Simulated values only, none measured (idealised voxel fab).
Module name: voxel fin reveal (process module)
Cross-sectional view cut (width: 165 nm; square cell size: 5 nm).
Cross-section format: a grid of square cells, given as bands from top to bottom; each band is one or more rows of cells. Band entry format. Leading values: height of top, height of bottom, nm. Remainder: materials in left-to-right order, each with its width in nm. Special words: "all across" on a single material, which then fills the band edge to edge; "air", empty space. Height 0 is the level under which the wafer as received is all one material. The lowest band goes on downwards, as in "from 0 down". You'd read "30->40" like this: the band's top row of cells is as wide as the first number, its bottom row is as wide as the second, and going down, every row changes width by the same amount as the row before did. "nothing altered" for a step: no cell of the cross-section changed in that step. Basically, "Unvented voids" tells you about the enclosed voids: empty spaces with no open way to the top, 8 cells or bigger, each written width x height at distance, where distance is from the left edge, all in nm. What comes after the settings on a step's line is commentary from the simulator itself on that step. The optional step-line setting "overlay nm" applies to steps with a mask and quantifies how far to the right of its planned location the mask lay, a negative value indicating leftward placement.
Listed below are the process steps as planned
1) RECEIVE (material Si)
2) CONFORMAL_DEP (material SiN; thk nm 10)
3) PATTERN (tone cover; mask id FINS; material resist; width nm 15; pitch nm 35; thk nm 20; overlay nm 0)
4) DIRECTIONAL_ETCH (etch materials SiN; depth nm 10)
5) DIRECTIONAL_ETCH (etch materials Si; depth nm 30)
6) STRIP (etch materials resist)
7) FILL_DEP (material SiO2; thk nm 10)
8) CMP (height nm 10)
9) SELECTIVE_ETCH (etch materials SiO2; depth nm 25)
10) STRIP (etch materials SiN)
as received, after step 1
	from 0 down  Si all across
	Unvented voids: none
Wafer cross-section at module end: first of two, run to plan
	from 0 to -15  55 of air / 15 of Si / 20 of air / 15 of Si / 60 of air
	from -15 to -30  55 of SiO2 / 15 of Si / 20 of SiO2 / 15 of Si / 60 of SiO2
	from -30 down  Si all across
	Unvented voids: none
Wafer two, sectioned after the module: the first wafer's start, the first wafer's plan, and one mistake in how it was run
	from 10 to 0  55 of air / 15 of SiN / 20 of air / 15 of SiN / 60 of air
	from 0 to -30  55 of air / 15 of Si / 20 of air / 15 of Si / 60 of air
	from -30 down  Si all across
	Unvented voids: none
The mistake made against the process plan was this: step 10, actual vs plan mismatch, actual run STRIP (etch materials SiO2)
at the end the second wafer has, in cells: SiN: 12 more | SiO2: 81 fewer
